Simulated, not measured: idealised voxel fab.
Documented hereafter: the process module known as voxel spacer lines.
Section cut is 260 nm wide and gridded with 5 nm square cells.
In this document a cross-section is written as a grid of square cells. It is given as a series of bands, listed from the top down, and a band is one or more rows of cells. Each band's line starts with the height of the band's top and of its bottom, in nm. Then come its materials from left to right, each with its width in nm. One material with "everywhere" fills the band from edge to edge. "air" is empty space. Heights are measured from 0, the level below which the as-received wafer is all one material; the lowest band has no bottom and continues downward, written as in "0 nm and below". Quick explanation for "30 to 40": the width changes in equal steps down the rows of cells, from the first number in the band's top row to the second number in its bottom row. The cross-section has no changed cell in any step marked "everything unchanged". "Enclosed void catalog": empty spaces of 8 cells or more with no open way to the top, each given as width x height at distance, distance from the left edge, all in nm. Step line, after settings: the simulator's comment on this step. "overlay nm" denotes, for a step that has a mask, the displacement of the mask to the right of its planned place, with negative values corresponding to the left.

Planned process steps
1: RECEIVE, material Si
2: CONFORMAL_DEP, material SiO2, thk nm 5
3: DIRECTIONAL_DEP, material TiN, thk nm 15
4: DIRECTIONAL_DEP, material aC, thk nm 25
5: PATTERN, tone cover, mask id MANDREL, material resist, width nm 25, pitch nm 80, thk nm 35, overlay nm 0
6: DIRECTIONAL_ETCH, etch materials aC, depth nm 25
7: STRIP, etch materials resist
8: CONFORMAL_DEP, material SiN, thk nm 15
9: DIRECTIONAL_ETCH, etch materials SiN, depth nm 15
10: STRIP, etch materials aC
11: DIRECTIONAL_ETCH, etch materials TiN, depth nm 15
12: STRIP, etch materials SiN

Cross-section of the wafer upon arrival, representing the state reached after step 1
* 0 nm and below: Si everywhere
* Enclosed void catalog: none

The cross-section shown corresponds to the wafer at the conclusion of the module. The initial structure and the process plan are those presented above; however, one mistake occurred in executing the plan
* 15 nm to 0 nm: air=20 | TiN=15 | air=25 | TiN=15 | air=25 | TiN=15 | air=25 | TiN=15 | air=25 | TiN=15 | air=25 | TiN=15 | air=25
* 0 nm and below: Si everywhere
* Enclosed void catalog: none
Want to know what went wrong? step 2 was dropped from the plan's execution and never run
